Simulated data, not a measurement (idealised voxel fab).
process module | voxel capacitor over wiring
In the cross-section labelled cut, the width is 295 nm and each square cell is 5 nm.
If you're reading a cross-section in this doc, picture square cells in a grid; it comes to you as bands, top ones listed first down to the bottom, and a band can be one or more rows of cells.
Within each band entry, the heights of the top and of the bottom of the band appear first, in that order and in nm; the materials of the band then follow from left to right, each with its corresponding width in nm. The designation "all across" on a single material indicates that it fills the band from edge to edge; the designation "empty" indicates empty space.
Heights are measured from 0, the level below which the as-received wafer is all one material; the lowest band has no bottom and continues downward, written as in "top 0, no bottom".
With a width like "30->40", each row of cells in the band differs from the next by the same amount, the top row carrying the first number and the bottom row the second.
Given "nothing different" for a step, no cell of the cross-section differs between before and after that step.
"Voids, sealed": sealed empty spaces, 8 cells or more, no open way to top, listed width x height at distance, with distance from the left edge and width, height and distance in nm.
Note: text after step settings on the step line = simulator remark on that step.
"overlay nm" on a masked step: distance the mask lay right of its planned place, negative for left.

## Planned step list for the process
| 1 | RECEIVE | material Si |
| 2 | CONFORMAL_DEP | material SiO2 | thk nm 10 |
| 3 | DIRECTIONAL_DEP | material TiN | thk nm 5 |
| 4 | DIRECTIONAL_DEP | material Ru | thk nm 20 |
| 5 | PATTERN | tone cover | mask id METAL_1 | material resist | width nm 20 | pitch nm 80 | thk nm 15 | overlay nm 0 |
| 6 | DIRECTIONAL_ETCH | etch materials Ru | depth nm 20 |
| 7 | DIRECTIONAL_ETCH | etch materials TiN | depth nm 5 |
| 8 | STRIP | etch materials resist |
| 9 | CONFORMAL_DEP | material SiN | thk nm 5 |
| 10 | FILL_DEP | material SiO2 | thk nm 10 |
| 11 | CMP | height nm 35 |
| 12 | CONFORMAL_DEP | material SiCN | thk nm 5 |
| 13 | DIRECTIONAL_DEP | material SiO2 | thk nm 20 |
| 14 | MASKED_ETCH | tone open | mask id PLUG_1 | width nm 15 | etch materials SiO2 | depth nm 20 | overlay nm 0 |
| 15 | MASKED_ETCH | tone open | mask id PLUG_1 | width nm 15 | etch materials SiCN | depth nm 5 | overlay nm 0 |
| 16 | CONFORMAL_DEP | material TiN | thk nm 5 |
| 17 | FILL_DEP | material W | thk nm 10 |
| 18 | CMP | height nm 60 |
| 19 | DIRECTIONAL_DEP | material TiN | thk nm 5 |
| 20 | DIRECTIONAL_DEP | material Al2O3 | thk nm 5 |
| 21 | DIRECTIONAL_DEP | material TiN | thk nm 5 |
| 22 | MASKED_ETCH | tone cover | mask id UPPER_PLATE | width nm 65 | etch materials TiN | depth nm 5 | overlay nm 0 |
| 23 | MASKED_ETCH | tone cover | mask id UPPER_PLATE | width nm 65 | etch materials Al2O3 | depth nm 5 | overlay nm 0 |
| 24 | PATTERN | tone cover | mask id LOWER_PLATE | material resist | width nm 75 | thk nm 20 | overlay nm 0 |
| 25 | DIRECTIONAL_ETCH | etch materials TiN | depth nm 5 |
| 26 | STRIP | etch materials resist |
| 27 | FILL_DEP | material SiO2 | thk nm 20 |
| 28 | CMP | height nm 90 |
| 29 | PATTERN | tone open | mask id PLUG_2 | material resist | width nm 15 | thk nm 20 | overlay nm 0 |
| 30 | DIRECTIONAL_ETCH | etch materials SiO2 | depth nm 15 |
| 31 | STRIP | etch materials resist |
| 32 | CONFORMAL_DEP | material TiN | thk nm 5 |
| 33 | FILL_DEP | material Ru | thk nm 10 |
| 34 | CMP | height nm 90 |
| 35 | CONFORMAL_DEP | material SiCN | thk nm 5 |

## Step 1 complete: cross-section of the wafer as received
	top 0, no bottom  Si all across
	Voids, sealed: none

## This is how the wafer looks in cross-section once the module is done, given the starting state and plan above and one mistake in carrying the plan out
	top 95, bottom 90  SiCN all across
	top 90, bottom 80  SiO2 110 nm, then TiN 5 nm, then Ru 5 nm, then TiN 5 nm, then SiO2 170 nm
	top 80, bottom 70  SiO2 110->100 nm, then TiN 15->65 nm, then SiO2 170->130 nm
	top 70, bottom 65  SiO2 100 nm, then Al2O3 65 nm, then SiO2 130 nm
	top 65, bottom 60  SiO2 95 nm, then TiN 75 nm, then SiO2 125 nm
	top 60, bottom 40  SiO2 100 nm, then TiN 5 nm, then W 5 nm, then TiN 5 nm, then SiO2 180 nm
	top 40, bottom 35  SiCN 100 nm, then TiN 15 nm, then SiCN 180 nm
	top 35, bottom 15  SiO2 80 nm, then SiN 5 nm, then Ru 20 nm, then SiN 5 nm, then SiO2 50 nm, then SiN 5 nm, then Ru 20 nm, then SiN 5 nm, then SiO2 105 nm
	top 15, bottom 10  SiN 85 nm, then TiN 20 nm, then SiN 60 nm, then TiN 20 nm, then SiN 110 nm
	top 10, bottom 0  SiO2 all across
	top 0, no bottom  Si all across
	Voids, sealed: none
Which mistake was made when the wafer was run? contrary to plan, step 5 was performed as PATTERN | tone cover | mask id METAL_1 | material resist | width nm 20 | pitch nm 80 | thk nm 15 | overlay nm -10
